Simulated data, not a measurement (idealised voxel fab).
process module | voxel capacitor over wiring
cross-section cut | 155 nm wide | cells 5 nm
A cross-section is a grid of square cells, given in bands from the top down. A band is one or more rows of cells.
Each band's line starts with the height of the band's top and of its bottom, in nm. Then come its materials from left to right, each with its width in nm. One material with "throughout" fills the band from edge to edge. "air" is empty space.
Height 0 is the level under which the wafer as received is all one material. The lowest band goes on downwards, as in "0 down".
A width such as "30 to 40" changes by the same amount from each row of cells to the next, from the band's top row to its bottom row.
"no change" after a step means that no cell of the cross-section changed.
closed voids: empty space of 8 cells or more with no open way to the top, each as width x height at its distance from the left edge, in nm
after a step's settings: what the simulator itself notes on the step
overlay nm, on a step with a mask: how far to the right of its planned place the mask lay; to the left if negative
plan
1 op RECEIVE | material Si
2 op CONFORMAL_DEP | material SiO2 | thk nm 15
3 op CONFORMAL_DEP | material SiCN | thk nm 5
4 op DIRECTIONAL_DEP | material SiO2 | thk nm 20
5 op DIRECTIONAL_DEP | material aC | thk nm 10
6 op PATTERN | tone open | mask id METAL_1 | material resist | width nm 30 | pitch nm 85 | thk nm 30 | overlay nm 0
7 op DIRECTIONAL_ETCH | etch materials aC | depth nm 10
8 op STRIP | etch materials resist
9 op DIRECTIONAL_ETCH | etch materials SiO2 | depth nm 20
10 op DIRECTIONAL_ETCH | etch materials SiCN | depth nm 5
11 op STRIP | etch materials aC
12 op CONFORMAL_DEP | material TiN | thk nm 5
13 op FILL_DEP | material Cu | thk nm 10
14 op CMP | height nm 40
15 op EPI | material Ru | thk nm 5
16 op FILL_DEP | material SiCN | thk nm 5
17 op DIRECTIONAL_DEP | material lowk | thk nm 20
18 op DIRECTIONAL_DEP | material aC | thk nm 10
19 op PATTERN | tone open | mask id PLUG_1 | material resist | width nm 15 | thk nm 30 | overlay nm 0
20 op DIRECTIONAL_ETCH | etch materials aC | depth nm 10
21 op STRIP | etch materials resist
22 op DIRECTIONAL_ETCH | etch materials lowk | depth nm 20
23 op DIRECTIONAL_ETCH | etch materials SiCN | depth nm 5
24 op STRIP | etch materials aC
25 op EPI | material Ru | thk nm 10
26 op EPI | material Ru | thk nm 10
27 op EPI | material Ru | thk nm 5
28 op DIRECTIONAL_DEP | material TiN | thk nm 5
29 op DIRECTIONAL_DEP | material HfO2 | thk nm 5
30 op DIRECTIONAL_DEP | material TiN | thk nm 5
31 op PATTERN | tone cover | mask id UPPER_PLATE | material resist | width nm 60 | thk nm 15 | overlay nm 0
32 op DIRECTIONAL_ETCH | etch materials TiN | depth nm 5
33 op DIRECTIONAL_ETCH | etch materials HfO2 | depth nm 5
34 op STRIP | etch materials resist
35 op DIRECTIONAL_DEP | material aC | thk nm 15
36 op PATTERN | tone cover | mask id LOWER_PLATE | material resist | width nm 70 | thk nm 35 | overlay nm 0
37 op DIRECTIONAL_ETCH | etch materials aC | depth nm 15
38 op STRIP | etch materials resist
39 op DIRECTIONAL_ETCH | etch materials TiN | depth nm 5
40 op STRIP | etch materials aC
41 op FILL_DEP | material SiO2 | thk nm 15
42 op CMP | height nm 95
43 op MASKED_ETCH | tone open | mask id PLUG_2 | width nm 15 | etch materials SiO2 | depth nm 10 | overlay nm 0
44 op CONFORMAL_DEP | material TiN | thk nm 5
45 op FILL_DEP | material W | thk nm 10
46 op CMP | height nm 95
47 op CONFORMAL_DEP | material SiCN | thk nm 5
first wafer, as planned
as received, after step 1
  0 down: Si throughout
  closed voids: none
after step 2
  15 to 0: SiO2 throughout
  below 0: unchanged
after step 3
  20 to 15: SiCN throughout
  below 15: unchanged
after step 4
  40 to 20: SiO2 throughout
  below 20: unchanged
after step 5
  50 to 40: aC throughout
  below 40: unchanged
after step 6
  80 to 50: resist 20 | air 30 | resist 55 | air 30 | resist 20
  below 50: unchanged
after step 7
  70 to 50: resist 20 | air 30 | resist 55 | air 30 | resist 20
  50 to 40: aC 20 | air 30 | aC 55 | air 30 | aC 20
  below 40: unchanged
after step 8
  50 to 40: aC 20 | air 30 | aC 55 | air 30 | aC 20
  below 40: unchanged
after step 9
  50 to 40: aC 20 | air 30 | aC 55 | air 30 | aC 20
  40 to 20: SiO2 20 | air 30 | SiO2 55 | air 30 | SiO2 20
  below 20: unchanged
after step 10
  50 to 40: aC 20 | air 30 | aC 55 | air 30 | aC 20
  40 to 20: SiO2 20 | air 30 | SiO2 55 | air 30 | SiO2 20
  20 to 15: SiCN 20 | air 30 | SiCN 55 | air 30 | SiCN 20
  below 15: unchanged
after step 11
  40 to 20: SiO2 20 | air 30 | SiO2 55 | air 30 | SiO2 20
  below 20: unchanged
after step 12
  45 to 40: TiN 25 | air 20 | TiN 65 | air 20 | TiN 25
  40 to 20: SiO2 20 | TiN 5 | air 20 | TiN 5 | SiO2 55 | TiN 5 | air 20 | TiN 5 | SiO2 20
  20 to 15: SiCN 20 | TiN 30 | SiCN 55 | TiN 30 | SiCN 20
  below 15: unchanged
after step 13
  55 to 45: Cu throughout
  45 to 40: TiN 25 | Cu 20 | TiN 65 | Cu 20 | TiN 25
  40 to 20: SiO2 20 | TiN 5 | Cu 20 | TiN 5 | SiO2 55 | TiN 5 | Cu 20 | TiN 5 | SiO2 20
  below 20: unchanged
after step 14
  40 to 20: SiO2 20 | TiN 5 | Cu 20 | TiN 5 | SiO2 55 | TiN 5 | Cu 20 | TiN 5 | SiO2 20
  below 20: unchanged
after step 15
  45 to 40: air 15 | Ru 40 | air 45 | Ru 40 | air 15
  below 40: unchanged
after step 16
  50 to 45: SiCN throughout
  45 to 40: SiCN 15 | Ru 40 | SiCN 45 | Ru 40 | SiCN 15
  below 40: unchanged
after step 17
  70 to 50: lowk throughout
  below 50: unchanged
after step 18
  80 to 70: aC throughout
  below 70: unchanged
after step 19
  110 to 80: resist 35 | air 15 | resist 105
  below 80: unchanged
after step 20
  100 to 80: resist 35 | air 15 | resist 105
  80 to 70: aC 35 | air 15 | aC 105
  below 70: unchanged
after step 21
  80 to 70: aC 35 | air 15 | aC 105
  below 70: unchanged
after step 22
  80 to 70: aC 35 | air 15 | aC 105
  70 to 50: lowk 35 | air 15 | lowk 105
  below 50: unchanged
after step 23
  80 to 70: aC 35 | air 15 | aC 105
  70 to 50: lowk 35 | air 15 | lowk 105
  50 to 45: SiCN 35 | air 15 | SiCN 105
  below 45: unchanged
after step 24
  70 to 50: lowk 35 | air 15 | lowk 105
  below 50: unchanged
after step 25
  70 to 55: lowk 35 | air 15 | lowk 105
  55 to 50: lowk 35 | Ru 15 | lowk 105
  50 to 45: SiCN 35 | Ru 15 | SiCN 105
  below 45: unchanged
after step 26
  70 to 65: lowk 35 | air 15 | lowk 105
  65 to 50: lowk 35 | Ru 15 | lowk 105
  below 50: unchanged
after step 27
  70 to 50: lowk 35 | Ru 15 | lowk 105
  below 50: unchanged
after step 28
  75 to 70: TiN throughout
  below 70: unchanged
after step 29
  80 to 75: HfO2 throughout
  below 75: unchanged
after step 30
  85 to 80: TiN throughout
  below 80: unchanged
after step 31
  100 to 85: air 35 | resist 60 | air 60
  below 85: unchanged
after step 32
  100 to 85: air 35 | resist 60 | air 60
  85 to 80: air 35 | TiN 60 | air 60
  below 80: unchanged
after step 33
  100 to 85: air 35 | resist 60 | air 60
  85 to 80: air 35 | TiN 60 | air 60
  80 to 75: air 35 | HfO2 60 | air 60
  below 75: unchanged
after step 34
  85 to 80: air 35 | TiN 60 | air 60
  below 80: unchanged
after step 35
  100 to 90: air 35 | aC 60 | air 60
  90 to 85: aC throughout
  85 to 80: aC 35 | TiN 60 | aC 60
  80 to 75: aC 35 | HfO2 60 | aC 60
  below 75: unchanged
after step 36
  135 to 100: air 30 | resist 70 | air 55
  100 to 90: air 30 | resist 5 | aC 60 | resist 5 | air 55
  below 90: unchanged
after step 37
  120 to 100: air 30 | resist 70 | air 55
  100 to 90: air 30 | resist 5 | aC 60 | resist 5 | air 55
  90 to 85: air 30 | aC 70 | air 55
  85 to 80: air 30 | aC 5 | TiN 60 | aC 5 | air 55
  80 to 75: air 30 | aC 5 | HfO2 60 | aC 5 | air 55
  below 75: unchanged
after step 38
  100 to 90: air 35 | aC 60 | air 60
  below 90: unchanged
after step 39
  100 to 90: air 35 | aC 60 | air 60
  90 to 85: air 30 | aC 70 | air 55
  85 to 80: air 30 | aC 5 | TiN 60 | aC 5 | air 55
  80 to 75: air 30 | aC 5 | HfO2 60 | aC 5 | air 55
  75 to 70: air 30 | TiN 70 | air 55
  below 70: unchanged
after step 40
  85 to 80: air 35 | TiN 60 | air 60
  80 to 75: air 35 | HfO2 60 | air 60
  below 75: unchanged
after step 41
  100 to 85: SiO2 throughout
  85 to 80: SiO2 35 | TiN 60 | SiO2 60
  80 to 75: SiO2 35 | HfO2 60 | SiO2 60
  75 to 70: SiO2 30 | TiN 70 | SiO2 55
  below 70: unchanged
after step 42
  95 to 85: SiO2 throughout
  below 85: unchanged
after step 43
  95 to 85: SiO2 45 | air 15 | SiO2 95
  below 85: unchanged
after step 44
  100 to 95: TiN 50 | air 5 | TiN 100
  95 to 90: SiO2 45 | TiN 5 | air 5 | TiN 5 | SiO2 95
  90 to 80: SiO2 45 to 35 | TiN 15 to 60 | SiO2 95 to 60
  below 80: unchanged
after step 45
  110 to 100: W throughout
  100 to 95: TiN 50 | W 5 | TiN 100
  95 to 90: SiO2 45 | TiN 5 | W 5 | TiN 5 | SiO2 95
  below 90: unchanged
after step 46
  95 to 90: SiO2 45 | TiN 5 | W 5 | TiN 5 | SiO2 95
  below 90: unchanged
after step 47
  100 to 95: SiCN throughout
  below 95: unchanged
second wafer: like start, like plan, one mistake. Through step 30 it matches the first wafer
when step 31 should have ended
  100 to 85: resist 35 | air 60 | resist 60
  below 85: unchanged
when step 32 should have ended
  100 to 85: resist 35 | air 60 | resist 60
  85 to 80: TiN 35 | air 60 | TiN 60
  below 80: unchanged
when step 33 should have ended
  100 to 85: resist 35 | air 60 | resist 60
  85 to 80: TiN 35 | air 60 | TiN 60
  80 to 75: HfO2 35 | air 60 | HfO2 60
  below 75: unchanged
when step 34 should have ended
  85 to 80: TiN 35 | air 60 | TiN 60
  below 80: unchanged
when step 35 should have ended
  100 to 90: aC 35 | air 60 | aC 60
  90 to 85: aC throughout
  85 to 80: TiN 35 | aC 60 | TiN 60
  80 to 75: HfO2 35 | aC 60 | HfO2 60
  below 75: unchanged
when step 36 should have ended
  135 to 100: air 30 | resist 70 | air 55
  100 to 90: aC 35 | resist 60 | aC 60
  below 90: unchanged
when step 37 should have ended
  120 to 100: air 30 | resist 70 | air 55
  100 to 90: air 30 | aC 5 | resist 60 | aC 5 | air 55
  90 to 85: air 30 | aC 70 | air 55
  below 85: unchanged
when step 38 should have ended
  100 to 90: air 30 | aC 5 | air 60 | aC 5 | air 55
  below 90: unchanged
when step 39 should have ended
  100 to 90: air 30 | aC 5 | air 60 | aC 5 | air 55
  90 to 85: air 30 | aC 70 | air 55
  85 to 80: air 30 | TiN 5 | aC 60 | TiN 5 | air 55
  below 80: unchanged
when step 40 should have ended
  85 to 80: air 30 | TiN 5 | air 60 | TiN 5 | air 55
  80 to 75: HfO2 35 | air 60 | HfO2 60
  below 75: unchanged
when step 41 should have ended
  100 to 85: SiO2 throughout
  85 to 80: SiO2 30 | TiN 5 | SiO2 60 | TiN 5 | SiO2 55
  80 to 75: HfO2 35 | SiO2 60 | HfO2 60
  below 75: unchanged
when step 42 should have ended
  95 to 85: SiO2 throughout
  below 85: unchanged
when step 43 should have ended
  95 to 85: SiO2 45 | air 15 | SiO2 95
  below 85: unchanged
when step 44 should have ended
  100 to 95: TiN 50 | air 5 | TiN 100
  95 to 90: SiO2 45 | TiN 5 | air 5 | TiN 5 | SiO2 95
  90 to 85: SiO2 45 | TiN 15 | SiO2 95
  below 85: unchanged
when step 45 should have ended
  110 to 100: W throughout
  100 to 95: TiN 50 | W 5 | TiN 100
  95 to 90: SiO2 45 | TiN 5 | W 5 | TiN 5 | SiO2 95
  below 90: unchanged
when step 46 should have ended
  95 to 90: SiO2 45 | TiN 5 | W 5 | TiN 5 | SiO2 95
  below 90: unchanged
when step 47 should have ended
  100 to 95: SiCN throughout
  below 95: unchanged
what went wrong: step 31 ran as: op PATTERN | tone open | mask id UPPER_PLATE | material resist | width nm 60 | thk nm 15 | overlay nm 0
at the end the second wafer has, in cells: 7 more of HfO2 | 14 fewer of SiO2 | 7 more of TiN
